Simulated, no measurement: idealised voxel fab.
A process module follows: voxel capacitor over wiring.
The figure presents cross-section cut, which has a width of 300 nm and is divided into square cells with an edge length of 5 nm.
A cross-section in this document is a grid of square cells, and it is written down as bands, the top band listed before the ones below it; a band is made up of one or more rows of cells. Quick guide to a band line: top height, bottom height (nm) up front; then every material left to right with its width in nm. Only one material and it's marked "edge to edge"? Then it fills the band edge to edge. And "blank" just means empty space. All heights in this document are referenced to 0, defined as the level beneath which the wafer, as received, consists entirely of one material. The lowest band is not bounded below; it extends indefinitely downward and is written in the form "0 nm and below". The expression "30 to 40" gives the width at the extremes of the band, the first number at its top row of cells and the second at its bottom row, with the width changing by equal amounts from each row to the next in between. "identical to before" means the step left every cell of the cross-section as it was. Heads up: "Enclosed void entries" only lists the empty pockets with no open path to the top that are 8 cells or more, and it writes them as width x height at distance, distance from the left edge, in nm. The remark found on a step's line after its settings is issued by the simulator itself and pertains to that step. "overlay nm" answers the question of how far to the right of plan the mask lay on a step that has a mask, and when it is negative the answer is to the left.

PLAN
step 1: RECEIVE: material Si
step 2: CONFORMAL_DEP: material SiO2, thk nm 15
step 3: CONFORMAL_DEP: material SiCN, thk nm 5
step 4: DIRECTIONAL_DEP: material SiO2, thk nm 20
step 5: DIRECTIONAL_DEP: material aC, thk nm 15
step 6: PATTERN: tone open, mask id METAL_1, material resist, width nm 25, pitch nm 80, thk nm 30, overlay nm 0
step 7: DIRECTIONAL_ETCH: etch materials aC, depth nm 15
step 8: STRIP: etch materials resist
step 9: DIRECTIONAL_ETCH: etch materials SiO2, depth nm 20
step 10: DIRECTIONAL_ETCH: etch materials SiCN, depth nm 5
step 11: STRIP: etch materials aC
step 12: CONFORMAL_DEP: material TiN, thk nm 5
step 13: FILL_DEP: material W, thk nm 5
step 14: CMP: height nm 40
step 15: CONFORMAL_DEP: material SiCN, thk nm 5
step 16: DIRECTIONAL_DEP: material SiO2, thk nm 10
step 17: PATTERN: tone open, mask id PLUG_1, material resist, width nm 15, thk nm 20, overlay nm 0
step 18: DIRECTIONAL_ETCH: etch materials SiO2, depth nm 10
step 19: DIRECTIONAL_ETCH: etch materials SiCN, depth nm 5
step 20: STRIP: etch materials resist
step 21: CONFORMAL_DEP: material TiN, thk nm 5
step 22: FILL_DEP: material Ru, thk nm 10
step 23: CMP: height nm 55
step 24: DIRECTIONAL_DEP: material TiN, thk nm 5
step 25: DIRECTIONAL_DEP: material HfO2, thk nm 5
step 26: DIRECTIONAL_DEP: material TiN, thk nm 5
step 27: MASKED_ETCH: tone cover, mask id UPPER_PLATE, width nm 60, etch materials TiN, depth nm 5, overlay nm 0
step 28: MASKED_ETCH: tone cover, mask id UPPER_PLATE, width nm 60, etch materials HfO2, depth nm 5, overlay nm 0
step 29: MASKED_ETCH: tone cover, mask id LOWER_PLATE, width nm 70, etch materials TiN, depth nm 5, overlay nm 0
step 30: FILL_DEP: material SiO2, thk nm 20
step 31: CMP: height nm 85
step 32: MASKED_ETCH: tone open, mask id PLUG_2, width nm 15, etch materials SiO2, depth nm 15, overlay nm 0
step 33: CONFORMAL_DEP: material TiN, thk nm 5
step 34: FILL_DEP: material Ru, thk nm 5
step 35: CMP: height nm 85
step 36: CONFORMAL_DEP: material SiCN, thk nm 5
The plan shows the thk nm of step 26 as the first wafer had it; this setting differs between the wafers, which start out alike.

CROSS-SECTION OF THE FIRST OF SEVERAL WAFERS AS RECEIVED (AFTER STEP 1)
    0 nm and below: Si edge to edge
    Enclosed void entries: none

PER WAFER, END OF MODULE: CELLS GAINED (+) OR LOST (-) PER MATERIAL SINCE RECEIPT, THEN CLOSED VOIDS
thk nm 5; +12 HfO2; +4 Ru; +167 SiCN; +807 SiO2; +66 TiN; +24 W; Enclosed void entries: none
thk nm 10; +60 HfO2; +3 Ru; +167 SiCN; +702 SiO2; +124 TiN; +24 W; Enclosed void entries: none
thk nm 15; +60 HfO2; +2 Ru; +167 SiCN; +645 SiO2; +182 TiN; +24 W; Enclosed void entries: none
thk nm 20; +60 HfO2; +2 Ru; +167 SiCN; +588 SiO2; +239 TiN; +24 W; Enclosed void entries: none
